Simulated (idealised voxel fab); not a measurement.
Documented hereafter: the process module known as voxel double patterning.
Section shown: cut. Width: 160 nm. Cell size: 5 nm, square.
Cross-section spec: square-cell grid; bands listed top down; each band is one or more rows.
Band entry format. Leading values: height of top, height of bottom, nm. Remainder: materials in left-to-right order, each with its width in nm. Special words: "throughout" on a single material, which then fills the band edge to edge; "blank", empty space.
A quick word on heights: they are counted from 0, and under that level the wafer as it came to us is one material throughout. The lowest band is different from the rest in having no bottom; it simply continues downward, written as in "0 down".
The width entry "30..40" should be interpreted row by row: the top row of cells in the band takes the first number, the bottom row takes the second number, and the change between adjacent rows is uniform throughout.
Any step labelled "remained unchanged" changed none of the cells in the cross-section.
Closed-off voids of 8+ cells (no open route to the top) go in "Unvented voids", written width x height at distance from the left edge, in nm.
On each step's line, the part that comes after the settings is the simulator's own comment on the step.
When a step includes a mask, the "overlay nm" setting on its line states how far to the right of its planned place that mask lay, and negative values state how far to the left.
List of planned process steps:
step 1: op RECEIVE | material Si
step 2: op CONFORMAL_DEP | material SiN | thk nm 5
step 3: op DIRECTIONAL_DEP | material SiO2 | thk nm 20
step 4: op DIRECTIONAL_DEP | material SiCN | thk nm 5
step 5: op DIRECTIONAL_DEP | material aC | thk nm 15
step 6: op PATTERN | tone open | mask id FIRST | material resist | width nm 15 | pitch nm 50 | thk nm 30 | overlay nm 0
step 7: op DIRECTIONAL_ETCH | etch materials aC | depth nm 15
step 8: op STRIP | etch materials resist
step 9: op DIRECTIONAL_ETCH | etch materials SiCN | depth nm 5
step 10: op STRIP | etch materials aC
step 11: op DIRECTIONAL_DEP | material aC | thk nm 10
step 12: op PATTERN | tone open | mask id SECOND | material resist | width nm 15 | thk nm 25 | overlay nm 0
step 13: op DIRECTIONAL_ETCH | etch materials aC | depth nm 10
step 14: op STRIP | etch materials resist
step 15: op DIRECTIONAL_ETCH | etch materials SiCN | depth nm 5
step 16: op STRIP | etch materials aC
step 17: op DIRECTIONAL_ETCH | etch materials SiO2 | depth nm 20
step 18: op STRIP | etch materials SiCN
Among the wafers covered here, the point of difference is the width nm at step 6; their starting state is shared, and the plan presents the value of the first wafer.
This is how the first of several wafers looked in cross-section when it arrived, which is after step 1:
	0 down: Si throughout
	Unvented voids: none
Quick look at the cross-section of the first of several wafers after step 18, which wraps up the module:
	25 to 5: 45 SiO2 / 15 blank / 10 SiO2 / 15 blank / 10 SiO2 / 15 blank / 50 SiO2
	5 to 0: SiN throughout
	0 down: Si throughout
	Unvented voids: none
The last wafer as seen in cross-section at the end of the module:
	25 to 5: 40 SiO2 / 45 blank / 5 SiO2 / 30 blank / 40 SiO2
	5 to 0: SiN throughout
	0 down: Si throughout
	Unvented voids: none
The rows of the table below are wafers. Looking at the end of the module, a row counts, for every material, the cells the wafer has gained, shown as (+), or lost, shown as (-), since it was received; its closed voids come next:
width nm 15 | +32 SiN | +92 SiO2 | Unvented voids: none
width nm 20 | +32 SiN | +84 SiO2 | Unvented voids: none
width nm 25 | +32 SiN | +76 SiO2 | Unvented voids: none
width nm 30 | +32 SiN | +68 SiO2 | Unvented voids: none
